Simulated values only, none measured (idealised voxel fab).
The following process module bears the name voxel lift off.
Cross-sectional view cut (width: 285 nm; square cell size: 5 nm).
The cross-sections in this document take the form of a grid made of square cells. They are written out as bands, in order from top to bottom. Each band consists of one or more rows of cells.
A band entry consists of two parts. The first gives the height of the band's top and the height of its bottom, in nm. The rest lists the band's materials from left to right, each with its width in nm. A single material labelled with the word "throughout" fills the band from edge to edge, and the word "air" marks empty space.
Basically, 0 is our baseline, since under it the wafer straight out of the box is all one material. The bottom band has no lower end and keeps on going down, so it looks like "0 nm and below".
Read "30->40" as a graded width: first number on top, second number at the bottom, same change between each pair of neighbouring rows.
Key: "nothing different" - step with no changed cell in the cross-section.
Reported under the label "Cavities, closed" are the empty spaces having no open way to the top and comprising 8 cells or more; the notation for each is width x height at distance, in which the distance is measured from the left edge and all three values are in nm.
Note: text after step settings on the step line = simulator remark on that step.
overlay nm: how far to the right of its planned place the mask lay on this masked step (negative: to the left).

The process steps that were planned are listed below:
1. RECEIVE (material Si)
2. CONFORMAL_DEP (material Al2O3; thk nm 5)
3. PATTERN (tone open; mask id LINES; material resist; width nm 20; pitch nm 50; thk nm 20; overlay nm 0)
4. DIRECTIONAL_DEP (material Ru; thk nm 10)
5. STRIP (etch materials resist)
6. CONFORMAL_DEP (material SiN; thk nm 5)

The first of the two wafers, which ran as planned:

Shown in cross-section is the wafer as received, that is, as it stands after step 1:
0 nm and below  Si throughout
Cavities, closed: none

How the wafer stands in section after step 2:
5 nm to 0 nm  Al2O3 throughout
Note: structure below 0 unchanged.

How the wafer stands in section after step 3:
25 nm to 5 nm  resist 55 nm, air 20 nm, resist 30 nm, air 20 nm, resist 30 nm, air 20 nm, resist 30 nm, air 20 nm, resist 60 nm
Note: structure below 5 unchanged.

How the wafer stands in section after step 4:
35 nm to 25 nm  Ru 55 nm, air 20 nm, Ru 30 nm, air 20 nm, Ru 30 nm, air 20 nm, Ru 30 nm, air 20 nm, Ru 60 nm
25 nm to 15 nm  resist 55 nm, air 20 nm, resist 30 nm, air 20 nm, resist 30 nm, air 20 nm, resist 30 nm, air 20 nm, resist 60 nm
15 nm to 5 nm  resist 55 nm, Ru 20 nm, resist 30 nm, Ru 20 nm, resist 30 nm, Ru 20 nm, resist 30 nm, Ru 20 nm, resist 60 nm
Note: structure below 5 unchanged.

How the wafer stands in section after step 5:
15 nm to 5 nm  air 55 nm, Ru 20 nm, air 30 nm, Ru 20 nm, air 30 nm, Ru 20 nm, air 30 nm, Ru 20 nm, air 60 nm
Note: structure below 5 unchanged.

How the wafer stands in section after step 6:
20 nm to 15 nm  air 50 nm, SiN 30 nm, air 20 nm, SiN 30 nm, air 20 nm, SiN 30 nm, air 20 nm, SiN 30 nm, air 55 nm
15 nm to 10 nm  air 50 nm, SiN 5 nm, Ru 20 nm, SiN 5 nm, air 20 nm, SiN 5 nm, Ru 20 nm, SiN 5 nm, air 20 nm, SiN 5 nm, Ru 20 nm, SiN 5 nm, air 20 nm, SiN 5 nm, Ru 20 nm, SiN 5 nm, air 55 nm
10 nm to 5 nm  SiN 55 nm, Ru 20 nm, SiN 30 nm, Ru 20 nm, SiN 30 nm, Ru 20 nm, SiN 30 nm, Ru 20 nm, SiN 60 nm
Note: structure below 5 unchanged.

Notes, second wafer: start = first wafer's, plan = first wafer's, execution had one mistake; history identical to first through step 2:

Here is the second wafer in cross-section at the point where step 3 of the plan should have been done:
25 nm to 5 nm  resist 50 nm, air 30 nm, resist 20 nm, air 30 nm, resist 20 nm, air 30 nm, resist 20 nm, air 30 nm, resist 55 nm
Note: structure below 5 unchanged.

Here is the second wafer in cross-section at the point where step 4 of the plan should have been done:
35 nm to 25 nm  Ru 50 nm, air 30 nm, Ru 20 nm, air 30 nm, Ru 20 nm, air 30 nm, Ru 20 nm, air 30 nm, Ru 55 nm
25 nm to 15 nm  resist 50 nm, air 30 nm, resist 20 nm, air 30 nm, resist 20 nm, air 30 nm, resist 20 nm, air 30 nm, resist 55 nm
15 nm to 5 nm  resist 50 nm, Ru 30 nm, resist 20 nm, Ru 30 nm, resist 20 nm, Ru 30 nm, resist 20 nm, Ru 30 nm, resist 55 nm
Note: structure below 5 unchanged.

Here is the second wafer in cross-section at the point where step 5 of the plan should have been done:
15 nm to 5 nm  air 50 nm, Ru 30 nm, air 20 nm, Ru 30 nm, air 20 nm, Ru 30 nm, air 20 nm, Ru 30 nm, air 55 nm
Note: structure below 5 unchanged.

Here is the second wafer in cross-section at the point where step 6 of the plan should have been done:
20 nm to 15 nm  air 45 nm, SiN 40 nm, air 10 nm, SiN 40 nm, air 10 nm, SiN 40 nm, air 10 nm, SiN 40 nm, air 50 nm
15 nm to 10 nm  air 45 nm, SiN 5 nm, Ru 30 nm, SiN 5 nm, air 10 nm, SiN 5 nm, Ru 30 nm, SiN 5 nm, air 10 nm, SiN 5 nm, Ru 30 nm, SiN 5 nm, air 10 nm, SiN 5 nm, Ru 30 nm, SiN 5 nm, air 50 nm
10 nm to 5 nm  SiN 50 nm, Ru 30 nm, SiN 20 nm, Ru 30 nm, SiN 20 nm, Ru 30 nm, SiN 20 nm, Ru 30 nm, SiN 55 nm
Note: structure below 5 unchanged.
Against the plan, the run slipped here: step 3 was not run as planned; what actually ran was PATTERN (tone open; mask id LINES; material resist; width nm 30; pitch nm 50; thk nm 20; overlay nm 0)
The closing comparison, in cells, has the second wafer with more or fewer of some materials than the first: +16 Ru
